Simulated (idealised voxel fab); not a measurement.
Name of the process module below: voxel plated lines
The cross-section on display is named cut; it measures 260 nm wide, and its cells are 5 nm squares.
Cross-section, as written here: a square-cell grid given band by band from the top down, where a band holds one or more rows of cells.
Heights first: top, then bottom, in nm. Then materials, left to right, each with a width in nm. "full width" on a single material: fills the band edge to edge. "air": empty space.
For the purposes of this specification, 0 denotes the height below which the wafer in its as-received condition is composed wholly of one material, and the lowermost band, lacking a lower limit, extends downward without end, as expressed in "0 and below".
Width: "30 to 40" (first number = top row, second number = bottom row, same change from row to row of cells).
The designation "same as before", where it is given for a processing step, indicates that no cell of the cross-section was altered in the course of that step.
In "Sealed voids" the enclosed voids are listed, meaning empty spaces of 8 cells or larger without any opening to the top. The form is width x height at distance, distance from the left edge, units nm.
Post-settings text on a step line: simulator's own remark regarding the step.
"overlay nm" denotes, for a step that has a mask, the displacement of the mask to the right of its planned place, with negative values corresponding to the left.

## The steps planned for the process are as follows
1,RECEIVE | material Si
2,CONFORMAL_DEP | material SiO2 | thk nm 15
3,DIRECTIONAL_DEP | material TiN | thk nm 5
4,PATTERN | tone open | mask id LINES | material resist | width nm 20 | pitch nm 45 | thk nm 25 | overlay nm 0
5,EPI | material Ru | thk nm 10
6,EPI | material Ru | thk nm 5
7,STRIP | etch materials resist
8,DIRECTIONAL_ETCH | etch materials TiN | depth nm 5
9,CONFORMAL_DEP | material SiCN | thk nm 10

## first wafer, as planned

## Received-state cross-section, reflecting completion of step 1
  0 and below | Si full width
  Sealed voids: none

## After step 2: wafer cross-section
  15 down to 0 | SiO2 full width
  Whatever lies below 0 is exactly as it was before.

## After step 3: wafer cross-section
  20 down to 15 | TiN full width
  Whatever lies below 15 is exactly as it was before.

## After step 4: wafer cross-section
  45 down to 20 | 95 nm resist; 20 nm air; 25 nm resist; 20 nm air; 100 nm resist
  Whatever lies below 20 is exactly as it was before.

## After step 5: wafer cross-section
  45 down to 30 | 95 nm resist; 20 nm air; 25 nm resist; 20 nm air; 100 nm resist
  30 down to 20 | 95 nm resist; 20 nm Ru; 25 nm resist; 20 nm Ru; 100 nm resist
  Whatever lies below 20 is exactly as it was before.

## After step 6: wafer cross-section
  45 down to 35 | 95 nm resist; 20 nm air; 25 nm resist; 20 nm air; 100 nm resist
  35 down to 20 | 95 nm resist; 20 nm Ru; 25 nm resist; 20 nm Ru; 100 nm resist
  Whatever lies below 20 is exactly as it was before.

## After step 7: wafer cross-section
  35 down to 20 | 95 nm air; 20 nm Ru; 25 nm air; 20 nm Ru; 100 nm air
  Whatever lies below 20 is exactly as it was before.

## After step 8: wafer cross-section
  35 down to 20 | 95 nm air; 20 nm Ru; 25 nm air; 20 nm Ru; 100 nm air
  20 down to 15 | 95 nm air; 20 nm TiN; 25 nm air; 20 nm TiN; 100 nm air
  Whatever lies below 15 is exactly as it was before.

## After step 9: wafer cross-section
  45 down to 35 | 85 nm air; 40 nm SiCN; 5 nm air; 40 nm SiCN; 90 nm air
  35 down to 25 | 85 nm air; 10 nm SiCN; 20 nm Ru; 10 nm SiCN; 5 nm air; 10 nm SiCN; 20 nm Ru; 10 nm SiCN; 90 nm air
  25 down to 20 | 95 nm SiCN; 20 nm Ru; 25 nm SiCN; 20 nm Ru; 100 nm SiCN
  20 down to 15 | 95 nm SiCN; 20 nm TiN; 25 nm SiCN; 20 nm TiN; 100 nm SiCN
  Whatever lies below 15 is exactly as it was before.

## second wafer: like start, like plan, one mistake. Through step 2 it matches the first wafer

Second wafer shown in cross-section at the time step 3 was slated to end: same as before

## Second wafer shown in cross-section at the time step 4 was slated to end
  40 down to 15 | 95 nm resist; 20 nm air; 25 nm resist; 20 nm air; 100 nm resist
  Whatever lies below 15 is exactly as it was before.

Second wafer shown in cross-section at the time step 5 was slated to end: same as before

Second wafer shown in cross-section at the time step 6 was slated to end: same as before

## Second wafer shown in cross-section at the time step 7 was slated to end
  15 down to 0 | SiO2 full width
  Whatever lies below 0 is exactly as it was before.

Second wafer shown in cross-section at the time step 8 was slated to end: same as before

## Second wafer shown in cross-section at the time step 9 was slated to end
  25 down to 15 | SiCN full width
  Whatever lies below 15 is exactly as it was before.
Nonconformance to the process plan: step 3 of the plan never got run, it was skipped over
Final comparison by cell count, materials where the second wafer has more or fewer than the first: Ru -24; SiCN -32; TiN -8
